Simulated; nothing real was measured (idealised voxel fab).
This is a process module. Its name is voxel lift off.
cross-section cut | 275 nm wide | cells 5 nm
Cross-section = grid of square cells, listed top down in bands; band = one or more rows.
Look at the band entry: it leads with the top's height and the bottom's height in nm. Then it lists the materials left to right, with a width in nm for each. The word "throughout" on a single material says that material fills the band edge to edge. The word "blank" is empty space.
Ref level 0: as-received wafer is one material below here. Bottom band extends down with no lower bound ("top 0, no bottom").
The notation "30..40" denotes a width that varies across the rows of cells in the band, beginning at the first number in the top row, finishing at the second number in the bottom row, and changing by an identical amount from each row to the next.
For the purposes of this document, the phrase "no alterations made" attached to a step denotes that no cell within the cross-section was modified by that step.
Heads up: "Enclosed void list" only lists the empty pockets with no open path to the top that are 8 cells or more, and it writes them as width x height at distance, distance from the left edge, in nm.
The remark found on a step's line after its settings is issued by the simulator itself and pertains to that step.
The line of a step may include "overlay nm". On a step with a mask, this value is how far to the right of its planned place the mask lay. A negative value means the mask lay to the left.
Planned process steps
1,RECEIVE (material Si)
2,CONFORMAL_DEP (material SiO2; thk nm 15)
3,PATTERN (tone open; mask id LINES; material resist; width nm 30; pitch nm 60; thk nm 20; overlay nm 0)
4,DIRECTIONAL_DEP (material Ru; thk nm 5)
5,STRIP (etch materials resist)
6,CONFORMAL_DEP (material SiCN; thk nm 5)
Cross-section of the wafer as it came to us, i.e., already through step 1
- top 0, no bottom | Si throughout
- Enclosed void list: none
Cross-section, end of module. Start: as above. Plan: as above. Execution: one mistake
- top 40, bottom 35 | 85 nm blank, 40 nm SiCN, 20 nm blank, 40 nm SiCN, 90 nm blank
- top 35, bottom 30 | 90 nm SiCN, 30 nm Ru, 30 nm SiCN, 30 nm Ru, 95 nm SiCN
- top 30, bottom 0 | SiO2 throughout
- top 0, no bottom | Si throughout
- Enclosed void list: none
What was done differently from what was planned? the plan's step 2 ran twice
